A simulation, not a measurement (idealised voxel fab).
process module | voxel lift off
cross-section cut | 225 nm wide | cells 5 nm
A cross-section is a grid of square cells, given in bands from the top down. A band is one or more rows of cells.
Each band's line starts with the height of the band's top and of its bottom, in nm. Then come its materials from left to right, each with its width in nm. One material with "throughout" fills the band from edge to edge. "air" is empty space.
Height 0 is the level under which the wafer as received is all one material. The lowest band goes on downwards, as in "0 down".
A width such as "30 to 40" changes by the same amount from each row of cells to the next, from the band's top row to its bottom row.
"no change" after a step means that no cell of the cross-section changed.
closed voids: empty space of 8 cells or more with no open way to the top, each as width x height at its distance from the left edge, in nm
after a step's settings: what the simulator itself notes on the step
overlay nm, on a step with a mask: how far to the right of its planned place the mask lay; to the left if negative
plan
1 op RECEIVE | material Si
2 op CONFORMAL_DEP | material Al2O3 | thk nm 15
3 op PATTERN | tone open | mask id LINES | material resist | width nm 25 | pitch nm 40 | thk nm 25 | overlay nm 0
4 op DIRECTIONAL_DEP | material Ru | thk nm 5
5 op STRIP | etch materials resist
6 op CONFORMAL_DEP | material SiN | thk nm 5
varied across the wafers: thk nm of step 4. The plan shows the first wafer's value. All wafers start alike
first wafer as received, after step 1
  0 down: Si throughout
  closed voids: none
each wafer at the end: cells of each material gained (+) or lost (-) since it was received, then its closed voids
thk nm 5 | +135 Al2O3 | +10 Ru | +49 SiN | closed voids: none
thk nm 10 | +135 Al2O3 | +20 Ru | +53 SiN | closed voids: none
thk nm 15 | +135 Al2O3 | +30 Ru | +57 SiN | closed voids: none
thk nm 20 | +135 Al2O3 | +40 Ru | +61 SiN | closed voids: none
